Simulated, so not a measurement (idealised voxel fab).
process module | voxel transistor to metal
cross-section cut | 160 nm wide | cells 5 nm
A cross-section is a grid of square cells, given in bands from the top down. A band is one or more rows of cells.
Each band's line starts with the height of the band's top and of its bottom, in nm. Then come its materials from left to right, each with its width in nm. One material with "throughout" fills the band from edge to edge. "air" is empty space.
Height 0 is the level under which the wafer as received is all one material. The lowest band goes on downwards, as in "0 down".
A width such as "30 to 40" changes by the same amount from each row of cells to the next, from the band's top row to its bottom row.
"no change" after a step means that no cell of the cross-section changed.
closed voids: empty space of 8 cells or more with no open way to the top, each as width x height at its distance from the left edge, in nm
after a step's settings: what the simulator itself notes on the step
overlay nm, on a step with a mask: how far to the right of its planned place the mask lay; to the left if negative
plan
1 op RECEIVE | material Si
2 op CONFORMAL_DEP | material SiO2 | thk nm 5
3 op CONFORMAL_DEP | material SiN | thk nm 15
4 op PATTERN | tone cover | mask id ACTIVE | material resist | width nm 95 | thk nm 15 | overlay nm 0
5 op DIRECTIONAL_ETCH | etch materials SiN | depth nm 15
6 op DIRECTIONAL_ETCH | etch materials SiO2 | depth nm 5
7 op DIRECTIONAL_ETCH | etch materials Si | depth nm 20
8 op STRIP | etch materials resist
9 op FILL_DEP | material SiO2 | thk nm 15
10 op CMP | height nm 20
11 op SELECTIVE_ETCH | etch materials SiO2 | depth nm 10
12 op STRIP | etch materials SiN
13 op SELECTIVE_ETCH | etch materials SiO2 | depth nm 5
14 op OXIDIZE | depth nm 5
15 op DIRECTIONAL_DEP | material polySi | thk nm 25
16 op DIRECTIONAL_DEP | material SiCN | thk nm 15
17 op PATTERN | tone cover | mask id GATE | material resist | width nm 25 | thk nm 15 | overlay nm 0
18 op DIRECTIONAL_ETCH | etch materials SiCN | depth nm 25
19 op DIRECTIONAL_ETCH | etch materials polySi | depth nm 35
20 op STRIP | etch materials resist
21 op CONFORMAL_DEP | material SiO2 | thk nm 5
22 op DIRECTIONAL_ETCH | etch materials SiO2 | depth nm 5
23 op CONFORMAL_DEP | material SiN | thk nm 5
24 op DIRECTIONAL_ETCH | etch materials SiN | depth nm 5
25 op DIRECTIONAL_ETCH | etch materials SiO2 | depth nm 5
26 op DIRECTIONAL_ETCH | etch materials Si | depth nm 15
27 op EPI | material SiGe | thk nm 15
28 op FILL_DEP | material SiO2 | thk nm 5
29 op CMP | height nm 25
30 op STRIP | etch materials polySi
31 op SELECTIVE_ETCH | etch materials SiO2 | depth nm 5
32 op CONFORMAL_DEP | material HfO2 | thk nm 5
33 op CONFORMAL_DEP | material TiN | thk nm 5
34 op FILL_DEP | material W | thk nm 5
35 op CMP | height nm 20
36 op DIRECTIONAL_DEP | material SiO2 | thk nm 15
37 op PATTERN | tone open | mask id CONTACT | material resist | width nm 15 | pitch nm 70 | thk nm 20 | overlay nm 0
38 op DIRECTIONAL_ETCH | etch materials SiO2 | depth nm 25
39 op STRIP | etch materials resist
40 op CONFORMAL_DEP | material TiN | thk nm 5
41 op FILL_DEP | material Ru | thk nm 10
42 op CMP | height nm 35
43 op DIRECTIONAL_DEP | material TiN | thk nm 5
44 op DIRECTIONAL_DEP | material W | thk nm 25
45 op PATTERN | tone cover | mask id METAL_1 | material resist | width nm 15 | pitch nm 70 | thk nm 20 | overlay nm 0
46 op DIRECTIONAL_ETCH | etch materials W | depth nm 25
47 op DIRECTIONAL_ETCH | etch materials TiN | depth nm 5
48 op STRIP | etch materials resist
49 op FILL_DEP | material SiO2 | thk nm 5
50 op CMP | height nm 65
51 op CONFORMAL_DEP | material SiCN | thk nm 5
52 op DIRECTIONAL_DEP | material SiO2 | thk nm 30
53 op PATTERN | tone open | mask id METAL_2 | material resist | width nm 15 | pitch nm 70 | thk nm 20 | overlay nm 0
54 op DIRECTIONAL_ETCH | etch materials SiO2 | depth nm 20
55 op STRIP | etch materials resist
56 op MASKED_ETCH | tone open | mask id METAL_2_HOLES | width nm 15 | pitch nm 70 | etch materials SiO2 | depth nm 10 | overlay nm 0
57 op MASKED_ETCH | tone open | mask id METAL_2_HOLES | width nm 15 | pitch nm 70 | etch materials SiCN | depth nm 5 | overlay nm 0
58 op CONFORMAL_DEP | material TiN | thk nm 5
59 op FILL_DEP | material Ru | thk nm 5
60 op CMP | height nm 100
61 op CONFORMAL_DEP | material SiCN | thk nm 5
varied across the wafers: depth nm of step 22. The plan shows the first wafer's value. All wafers start alike
first wafer as received, after step 1
  0 down: Si throughout
  closed voids: none
each wafer at the end: cells of each material gained (+) or lost (-) since it was received, then its closed voids
depth nm 5 | +15 HfO2 | +20 Ru | -95 Si | +58 SiCN | +50 SiGe | +10 SiN | +506 SiO2 | +69 TiN | +39 W | closed voids: none
depth nm 10 | +15 HfO2 | +20 Ru | -95 Si | +58 SiCN | +58 SiGe | +12 SiN | +496 SiO2 | +69 TiN | +39 W | closed voids: none
depth nm 15 | +15 HfO2 | +20 Ru | -101 Si | +58 SiCN | +50 SiGe | +10 SiN | +512 SiO2 | +69 TiN | +39 W | closed voids: none
depth nm 20 | +15 HfO2 | +20 Ru | -101 Si | +58 SiCN | +48 SiGe | +12 SiN | +512 SiO2 | +69 TiN | +39 W | closed voids: none
